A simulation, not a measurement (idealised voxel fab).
Title: Process Module voxel spacer lines
Square cells of 5 nm make up the cross-section cut, whose width is 175 nm.
Just so we're on the same page, the cross-sections are grids of square cells, and they're listed out in bands top to bottom, each band one or more rows deep.
The band entry comprises the height of the band's top followed by the height of its bottom, expressed in nm, and subsequently the band's materials from left to right, each stated together with its width in nm. Where a single material is marked with the word "everywhere", that material fills the band from edge to edge. The word "empty" represents empty space.
Heights from 0 (as-received wafer is one material below). Bottom band endless downward, as "0 and below".
The expression "30..40" gives the width at the extremes of the band, the first number at its top row of cells and the second at its bottom row, with the width changing by equal amounts from each row to the next in between.
No cell of the cross-section changed in a step that is given as "stayed the same".
"Catalogued sealed voids" means: voids of 8 cells or more that are shut off from the top with no open way through. Written width x height at distance, distance from the left edge, in nm.
Step line, after settings: the simulator's comment on this step.
A step line may carry the setting "overlay nm", which, for steps involving a mask, states the distance by which the mask lay to the right of its intended position; negative values denote displacement to the left.
LISTED BELOW ARE THE PROCESS STEPS AS PLANNED
step 1: RECEIVE,material Si
step 2: CONFORMAL_DEP,material Al2O3,thk nm 10
step 3: DIRECTIONAL_DEP,material TiN,thk nm 15
step 4: DIRECTIONAL_DEP,material polySi,thk nm 25
step 5: PATTERN,tone cover,mask id MANDREL,material resist,width nm 25,pitch nm 70,thk nm 30,overlay nm 0
step 6: DIRECTIONAL_ETCH,etch materials polySi,depth nm 25
step 7: STRIP,etch materials resist
step 8: CONFORMAL_DEP,material SiN,thk nm 10
step 9: DIRECTIONAL_ETCH,etch materials SiN,depth nm 10
step 10: STRIP,etch materials polySi
step 11: DIRECTIONAL_ETCH,etch materials TiN,depth nm 15
step 12: STRIP,etch materials SiN
WHAT FOLLOWS COVERS THE FIRST OF TWO WAFERS; IT RAN AS PLANNED
CROSS-SECTION, INCOMING MATERIAL, AFTER STEP 1
	0 and below  Si everywhere
	Catalogued sealed voids: none
THE FOLLOWING CROSS-SECTION DEPICTS THE WAFER UPON COMPLETION OF STEP 2
	10 down to 0  Al2O3 everywhere
	Everything below 0 is unchanged.
THE FOLLOWING CROSS-SECTION DEPICTS THE WAFER UPON COMPLETION OF STEP 3
	25 down to 10  TiN everywhere
	Everything below 10 is unchanged.
THE FOLLOWING CROSS-SECTION DEPICTS THE WAFER UPON COMPLETION OF STEP 4
	50 down to 25  polySi everywhere
	Everything below 25 is unchanged.
THE FOLLOWING CROSS-SECTION DEPICTS THE WAFER UPON COMPLETION OF STEP 5
	80 down to 50  40 nm empty, 25 nm resist, 45 nm empty, 25 nm resist, 40 nm empty
	Everything below 50 is unchanged.
THE FOLLOWING CROSS-SECTION DEPICTS THE WAFER UPON COMPLETION OF STEP 6
	80 down to 50  40 nm empty, 25 nm resist, 45 nm empty, 25 nm resist, 40 nm empty
	50 down to 25  40 nm empty, 25 nm polySi, 45 nm empty, 25 nm polySi, 40 nm empty
	Everything below 25 is unchanged.
THE FOLLOWING CROSS-SECTION DEPICTS THE WAFER UPON COMPLETION OF STEP 7
	50 down to 25  40 nm empty, 25 nm polySi, 45 nm empty, 25 nm polySi, 40 nm empty
	Everything below 25 is unchanged.
THE FOLLOWING CROSS-SECTION DEPICTS THE WAFER UPON COMPLETION OF STEP 8
	60 down to 50  30 nm empty, 45 nm SiN, 25 nm empty, 45 nm SiN, 30 nm empty
	50 down to 35  30 nm empty, 10 nm SiN, 25 nm polySi, 10 nm SiN, 25 nm empty, 10 nm SiN, 25 nm polySi, 10 nm SiN, 30 nm empty
	35 down to 25  40 nm SiN, 25 nm polySi, 45 nm SiN, 25 nm polySi, 40 nm SiN
	Everything below 25 is unchanged.
THE FOLLOWING CROSS-SECTION DEPICTS THE WAFER UPON COMPLETION OF STEP 9
	50 down to 25  30 nm empty, 10 nm SiN, 25 nm polySi, 10 nm SiN, 25 nm empty, 10 nm SiN, 25 nm polySi, 10 nm SiN, 30 nm empty
	Everything below 25 is unchanged.
THE FOLLOWING CROSS-SECTION DEPICTS THE WAFER UPON COMPLETION OF STEP 10
	50 down to 25  30 nm empty, 10 nm SiN, 25 nm empty, 10 nm SiN, 25 nm empty, 10 nm SiN, 25 nm empty, 10 nm SiN, 30 nm empty
	Everything below 25 is unchanged.
THE FOLLOWING CROSS-SECTION DEPICTS THE WAFER UPON COMPLETION OF STEP 11
	50 down to 25  30 nm empty, 10 nm SiN, 25 nm empty, 10 nm SiN, 25 nm empty, 10 nm SiN, 25 nm empty, 10 nm SiN, 30 nm empty
	25 down to 10  30 nm empty, 10 nm TiN, 25 nm empty, 10 nm TiN, 25 nm empty, 10 nm TiN, 25 nm empty, 10 nm TiN, 30 nm empty
	Everything below 10 is unchanged.
THE FOLLOWING CROSS-SECTION DEPICTS THE WAFER UPON COMPLETION OF STEP 12
	25 down to 10  30 nm empty, 10 nm TiN, 25 nm empty, 10 nm TiN, 25 nm empty, 10 nm TiN, 25 nm empty, 10 nm TiN, 30 nm empty
	Everything below 10 is unchanged.
SECOND WAFER: LIKE START, LIKE PLAN, ONE MISTAKE. THROUGH STEP 2 IT MATCHES THE FIRST WAFER
THE SECOND WAFER IN CROSS-SECTION, AT THE PLANNED CLOSE OF STEP 3
	40 down to 10  TiN everywhere
	Everything below 10 is unchanged.
THE SECOND WAFER IN CROSS-SECTION, AT THE PLANNED CLOSE OF STEP 4
	65 down to 40  polySi everywhere
	Everything below 40 is unchanged.
THE SECOND WAFER IN CROSS-SECTION, AT THE PLANNED CLOSE OF STEP 5
	95 down to 65  40 nm empty, 25 nm resist, 45 nm empty, 25 nm resist, 40 nm empty
	Everything below 65 is unchanged.
THE SECOND WAFER IN CROSS-SECTION, AT THE PLANNED CLOSE OF STEP 6
	95 down to 65  40 nm empty, 25 nm resist, 45 nm empty, 25 nm resist, 40 nm empty
	65 down to 40  40 nm empty, 25 nm polySi, 45 nm empty, 25 nm polySi, 40 nm empty
	Everything below 40 is unchanged.
THE SECOND WAFER IN CROSS-SECTION, AT THE PLANNED CLOSE OF STEP 7
	65 down to 40  40 nm empty, 25 nm polySi, 45 nm empty, 25 nm polySi, 40 nm empty
	Everything below 40 is unchanged.
THE SECOND WAFER IN CROSS-SECTION, AT THE PLANNED CLOSE OF STEP 8
	75 down to 65  30 nm empty, 45 nm SiN, 25 nm empty, 45 nm SiN, 30 nm empty
	65 down to 50  30 nm empty, 10 nm SiN, 25 nm polySi, 10 nm SiN, 25 nm empty, 10 nm SiN, 25 nm polySi, 10 nm SiN, 30 nm empty
	50 down to 40  40 nm SiN, 25 nm polySi, 45 nm SiN, 25 nm polySi, 40 nm SiN
	Everything below 40 is unchanged.
THE SECOND WAFER IN CROSS-SECTION, AT THE PLANNED CLOSE OF STEP 9
	65 down to 40  30 nm empty, 10 nm SiN, 25 nm polySi, 10 nm SiN, 25 nm empty, 10 nm SiN, 25 nm polySi, 10 nm SiN, 30 nm empty
	Everything below 40 is unchanged.
THE SECOND WAFER IN CROSS-SECTION, AT THE PLANNED CLOSE OF STEP 10
	65 down to 40  30 nm empty, 10 nm SiN, 25 nm empty, 10 nm SiN, 25 nm empty, 10 nm SiN, 25 nm empty, 10 nm SiN, 30 nm empty
	Everything below 40 is unchanged.
THE SECOND WAFER IN CROSS-SECTION, AT THE PLANNED CLOSE OF STEP 11
	65 down to 40  30 nm empty, 10 nm SiN, 25 nm empty, 10 nm SiN, 25 nm empty, 10 nm SiN, 25 nm empty, 10 nm SiN, 30 nm empty
	40 down to 25  30 nm empty, 10 nm TiN, 25 nm empty, 10 nm TiN, 25 nm empty, 10 nm TiN, 25 nm empty, 10 nm TiN, 30 nm empty
	Everything below 25 is unchanged.
THE SECOND WAFER IN CROSS-SECTION, AT THE PLANNED CLOSE OF STEP 12
	40 down to 25  30 nm empty, 10 nm TiN, 25 nm empty, 10 nm TiN, 25 nm empty, 10 nm TiN, 25 nm empty, 10 nm TiN, 30 nm empty
	Everything below 25 is unchanged.
The mistake made against the process plan was this: step 3 of the plan saw execution twice
Count the cells at the end and the second wafer has more or fewer of some materials than the first: TiN: 105 more
